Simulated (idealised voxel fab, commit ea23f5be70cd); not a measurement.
process module | voxel fin reveal
cross-section cut | 230 nm wide | cells 5 nm
A cross-section is a grid of square cells, given in bands from the top down. A band is one or more rows of cells.
Each band's line starts with the height of the band's top and of its bottom, in nm. Then come its materials from left to right, each with its width in nm. One material with "throughout" fills the band from edge to edge. "air" is empty space.
Height 0 is the level under which the wafer as received is all one material. The lowest band goes on downwards, as in "0 down".
A width such as "30 to 40" changes by the same amount from each row of cells to the next, from the band's top row to its bottom row.
"no change" after a step means that no cell of the cross-section changed.
closed voids: empty space of 8 cells or more with no open way to the top, each as width x height at its distance from the left edge, in nm
after a step's settings: what the simulator itself notes on the step
overlay nm, on a step with a mask: how far to the right of its planned place the mask lay; to the left if negative
plan
1 op RECEIVE | material Si
2 op CONFORMAL_DEP | material SiN | thk nm 10
3 op PATTERN | tone cover | mask id FINS | material resist | width nm 15 | pitch nm 35 | thk nm 20 | overlay nm 0
4 op DIRECTIONAL_ETCH | etch materials SiN | depth nm 10
5 op DIRECTIONAL_ETCH | etch materials Si | depth nm 40
6 op STRIP | etch materials resist
7 op OXIDIZE | depth nm 5
8 op FILL_DEP | material SiO2 | thk nm 15
9 op CMP | height nm 10
10 op SELECTIVE_ETCH | etch materials SiO2 | depth nm 20
11 op STRIP | etch materials SiN
12 op CONFORMAL_DEP | material SiO2 | thk nm 5
as received, after step 1
  0 down: Si throughout
  closed voids: none
first wafer at the end, as planned
  5 to 0: air 90 | SiO2 15 | air 20 | SiO2 15 | air 90
  0 to -5: air 90 | SiO2 5 | Si 5 | SiO2 5 | air 20 | SiO2 5 | Si 5 | SiO2 5 | air 90
  -5 to -45: SiO2 95 | Si 5 | SiO2 30 | Si 5 | SiO2 95
  -45 down: Si throughout
  closed voids: none
second wafer at the end: like start, like plan, one mistake
  5 to 0: air 90 | SiO2 15 | air 20 | SiO2 15 | air 90
  0 to -5: air 90 | SiO2 5 | Si 5 | SiO2 5 | air 20 | SiO2 5 | Si 5 | SiO2 5 | air 90
  -5 to -15: SiO2 75 | air 15 | SiO2 5 | Si 5 | SiO2 5 | air 20 | SiO2 5 | Si 5 | SiO2 5 | air 15 | SiO2 75
  -15 to -45: SiO2 95 | Si 5 | SiO2 30 | Si 5 | SiO2 95
  -45 down: Si throughout
  closed voids: none
what went wrong: steps 10 and 11 were swapped
at the end the second wafer has, in cells: 20 fewer of SiO2
